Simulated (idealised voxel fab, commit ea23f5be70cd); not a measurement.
The following process module bears the name voxel wiring stack.
FYI the section here is cut, 240 nm wide, cells are 5 nm squares.
Reading order for cross-sections: top band down to bottom band. Underlying form: a grid of square cells. Band size: one or more rows of cells. For a band, the entry starts with two heights in nm, that of the top and then that of the bottom, and carries on with the band's materials in order from left to right, each alongside its width in nm; the word "everywhere" beside a single material means it fills the band edge to edge, and "empty" means empty space. Heights from 0 (as-received wafer is one material below). Bottom band endless downward, as "z 0 and below". Width spec "30 to 40" -> top row of cells at first value, bottom row at second value, equal per-row change in between. For the purposes of this document, the phrase "no change" attached to a step denotes that no cell within the cross-section was modified by that step. "Internal closed voids" lists enclosed empty spaces (at least 8 cells, no open path upward to the top), each as width x height at distance from the left edge, in nm. Anything after a step's settings on that line? It's the simulator's own note about the step. overlay nm: where the mask lay relative to plan, measured to the right, on steps with a mask; negatives go left.
## Planned process steps
1,RECEIVE, material Si
2,CONFORMAL_DEP, material SiO2, thk nm 15
3,DIRECTIONAL_DEP, material TiN, thk nm 5
4,DIRECTIONAL_DEP, material W, thk nm 20
5,PATTERN, tone cover, mask id METAL_1, material resist, width nm 25, pitch nm 45, thk nm 15, overlay nm 0
6,DIRECTIONAL_ETCH, etch materials W, depth nm 20
7,DIRECTIONAL_ETCH, etch materials TiN, depth nm 5
8,STRIP, etch materials resist
9,FILL_DEP, material SiO2, thk nm 10
10,CMP, height nm 40
11,CONFORMAL_DEP, material SiCN, thk nm 5
12,DIRECTIONAL_DEP, material SiO2, thk nm 25
13,MASKED_ETCH, tone open, mask id METAL_2_HOLES, width nm 15, pitch nm 90, etch materials SiO2, depth nm 25, overlay nm 0
14,PATTERN, tone open, mask id METAL_2, material resist, width nm 25, pitch nm 45, thk nm 15, overlay nm 0
15,DIRECTIONAL_ETCH, etch materials SiO2, depth nm 15
16,DIRECTIONAL_ETCH, etch materials SiCN, depth nm 5
17,STRIP, etch materials resist
18,CONFORMAL_DEP, material TiN, thk nm 5
19,FILL_DEP, material Cu, thk nm 10
20,CMP, height nm 70
21,CONFORMAL_DEP, material SiCN, thk nm 5
22,DIRECTIONAL_DEP, material SiO2, thk nm 35
23,DIRECTIONAL_DEP, material aC, thk nm 15
24,PATTERN, tone open, mask id METAL_3, material resist, width nm 25, pitch nm 45, thk nm 35, overlay nm 0
25,DIRECTIONAL_ETCH, etch materials aC, depth nm 15
26,STRIP, etch materials resist
27,DIRECTIONAL_ETCH, etch materials SiO2, depth nm 20
28,STRIP, etch materials aC
29,PATTERN, tone open, mask id METAL_3_HOLES, material resist, width nm 15, pitch nm 90, thk nm 20, overlay nm 0
30,DIRECTIONAL_ETCH, etch materials SiO2, depth nm 15
31,DIRECTIONAL_ETCH, etch materials SiCN, depth nm 5
32,STRIP, etch materials resist
33,CONFORMAL_DEP, material TiN, thk nm 5
34,FILL_DEP, material Ru, thk nm 10
35,CMP, height nm 110
36,CONFORMAL_DEP, material SiCN, thk nm 5
37,DIRECTIONAL_DEP, material SiO2, thk nm 25
38,DIRECTIONAL_DEP, material aC, thk nm 15
39,PATTERN, tone open, mask id METAL_4, material resist, width nm 25, pitch nm 45, thk nm 30, overlay nm 0
40,DIRECTIONAL_ETCH, etch materials aC, depth nm 15
41,STRIP, etch materials resist
42,DIRECTIONAL_ETCH, etch materials SiO2, depth nm 15
43,STRIP, etch materials aC
44,PATTERN, tone open, mask id METAL_4_HOLES, material resist, width nm 15, pitch nm 90, thk nm 20, overlay nm 0
45,DIRECTIONAL_ETCH, etch materials SiO2, depth nm 10
46,DIRECTIONAL_ETCH, etch materials SiCN, depth nm 5
47,STRIP, etch materials resist
48,CONFORMAL_DEP, material TiN, thk nm 5
49,FILL_DEP, material Cu, thk nm 10
50,CMP, height nm 140
51,CONFORMAL_DEP, material SiN, thk nm 5
## Cross-section of the incoming wafer, state after step 1
* z 0 and below  Si everywhere
* Internal closed voids: none
## End state of the module in cross-section, given the above starting point and plan and one mistake in execution
* z 145 to 140  SiN everywhere
* z 140 to 130  SiO2=60, then TiN=5, then Cu=15, then TiN=5, then SiO2=20, then TiN=5, then Cu=15, then TiN=5, then SiO2=20, then TiN=5, then Cu=15, then TiN=5, then SiO2=65
* z 130 to 125  SiO2=60, then TiN=5, then Cu=5, then TiN=15, then SiO2=20, then TiN=25, then SiO2=20, then TiN=5, then Cu=5, then TiN=15, then SiO2=65
* z 125 to 115  SiO2=60, then TiN=5, then Cu=5, then TiN=5, then SiO2=75, then TiN=5, then Cu=5, then TiN=5, then SiO2=75
* z 115 to 110  SiCN=60, then TiN=15, then SiCN=75, then TiN=15, then SiCN=75
* z 110 to 100  SiO2=60, then TiN=5, then Ru=25, then TiN=5, then SiO2=20, then TiN=5, then Ru=15, then TiN=5, then SiO2=10, then TiN=5, then Ru=25, then TiN=5, then SiO2=55
* z 100 to 95  SiO2=60, then TiN=15, then Ru=15, then TiN=5, then SiO2=20, then TiN=5, then Ru=15, then TiN=5, then SiO2=10, then TiN=15, then Ru=15, then TiN=5, then SiO2=55
* z 95 to 90  SiO2=70, then TiN=25, then SiO2=20, then TiN=25, then SiO2=20, then TiN=25, then SiO2=55
* z 90 to 75  SiO2=70, then TiN=5, then SiO2=85, then TiN=5, then SiO2=75
* z 75 to 70  SiCN=70, then TiN=5, then SiCN=85, then TiN=5, then SiCN=75
* z 70 to 60  SiO2=60, then TiN=5, then Cu=15, then TiN=5, then SiO2=20, then TiN=5, then Cu=15, then TiN=5, then SiO2=20, then TiN=5, then Cu=15, then TiN=5, then SiO2=65
* z 60 to 55  SiO2=60, then TiN=5, then Cu=5, then TiN=15, then SiO2=20, then TiN=25, then SiO2=20, then TiN=5, then Cu=5, then TiN=15, then SiO2=65
* z 55 to 45  SiO2=60, then TiN=5, then Cu=5, then TiN=5, then SiO2=75, then TiN=5, then Cu=5, then TiN=5, then SiO2=75
* z 45 to 40  SiCN=60, then TiN=15, then SiCN=75, then TiN=15, then SiCN=75
* z 40 to 20  SiO2=60, then W=25, then SiO2=20, then W=25, then SiO2=20, then W=25, then SiO2=65
* z 20 to 15  SiO2=60, then TiN=25, then SiO2=20, then TiN=25, then SiO2=20, then TiN=25, then SiO2=65
* z 15 to 0  SiO2 everywhere
* z 0 and below  Si everywhere
* Internal closed voids: none
What broke from the plan during processing? step 24: run off-plan, actual operation and settings PATTERN, tone open, mask id METAL_3, material resist, width nm 25, pitch nm 45, thk nm 35, overlay nm 10
